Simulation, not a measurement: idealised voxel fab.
Process module in this document: voxel plated lines
Cross-sectional view cut (width: 285 nm; square cell size: 5 nm).
Just so we're on the same page, the cross-sections are grids of square cells, and they're listed out in bands top to bottom, each band one or more rows deep.
In this notation a band is specified by the heights of its top and bottom, in that order and in nm, after which its materials appear from left to right, each paired with its width in nm. The word "all across" attached to a single material means that material fills the band from edge to edge; the word "blank" stands for empty space.
The level at which height equals 0 is the one under which the wafer, as it arrives, is entirely one material. No lower edge exists for the bottom band, which continues downward and is notated as in "0 nm and below".
Per-row width for "30 to 40": begins at first number (top row of band), ends at second number (bottom row), increment between rows held constant.
Basically "remained unchanged" means that step didn't change any cell in the cross-section.
"Internal closed voids" lists enclosed empty spaces (at least 8 cells, no open path upward to the top), each as width x height at distance from the left edge, in nm.
Read whatever lies past the settings on a step's line as the simulator's own remark about the step.
"overlay nm" answers the question of how far to the right of plan the mask lay on a step that has a mask, and when it is negative the answer is to the left.

### So here's the lineup of process steps we planned
- 1: RECEIVE: material Si
- 2: CONFORMAL_DEP: material SiN, thk nm 10
- 3: DIRECTIONAL_DEP: material TiN, thk nm 5
- 4: PATTERN: tone open, mask id LINES, material resist, width nm 15, pitch nm 40, thk nm 15, overlay nm 0
- 5: EPI: material Ru, thk nm 10
- 6: STRIP: etch materials resist
- 7: DIRECTIONAL_ETCH: etch materials TiN, depth nm 5
- 8: CONFORMAL_DEP: material SiN, thk nm 10
Every wafer here starts from the same state; it is the step 4 width nm that distinguishes them, and the value the plan gives belongs to the first wafer.

### Cross-section, first of several wafers, as delivered after step 1
  0 nm and below: Si all across
  Internal closed voids: none

### Cross-section of the first of several wafers once the module has run through its last step, step 8
  35 nm to 25 nm: 105 of blank, 35 of SiN, 5 of blank, 35 of SiN, 105 of blank
  25 nm to 20 nm: 105 of blank, 10 of SiN, 15 of Ru, 10 of SiN, 5 of blank, 10 of SiN, 15 of Ru, 10 of SiN, 105 of blank
  20 nm to 15 nm: 115 of SiN, 15 of Ru, 25 of SiN, 15 of Ru, 115 of SiN
  15 nm to 10 nm: 115 of SiN, 15 of TiN, 25 of SiN, 15 of TiN, 115 of SiN
  10 nm to 0 nm: SiN all across
  0 nm and below: Si all across
  Internal closed voids: none

### End of module: cross-section, last of several wafers
  35 nm to 25 nm: 100 of blank, 85 of SiN, 100 of blank
  25 nm to 20 nm: 100 of blank, 10 of SiN, 25 of Ru, 15 of SiN, 25 of Ru, 10 of SiN, 100 of blank
  20 nm to 15 nm: 110 of SiN, 25 of Ru, 15 of SiN, 25 of Ru, 110 of SiN
  15 nm to 10 nm: 110 of SiN, 25 of TiN, 15 of SiN, 25 of TiN, 110 of SiN
  10 nm to 0 nm: SiN all across
  0 nm and below: Si all across
  Internal closed voids: none

### Below, a row for every wafer. Read it as the end-of-module picture: for each material the wafer shows its cells gained (+) or lost (-) since it was received, and then its closed voids
width nm 15, +12 Ru, +252 SiN, +6 TiN, Internal closed voids: none
width nm 20, +16 Ru, +252 SiN, +8 TiN, Internal closed voids: none
width nm 25, +20 Ru, +249 SiN, +10 TiN, Internal closed voids: none
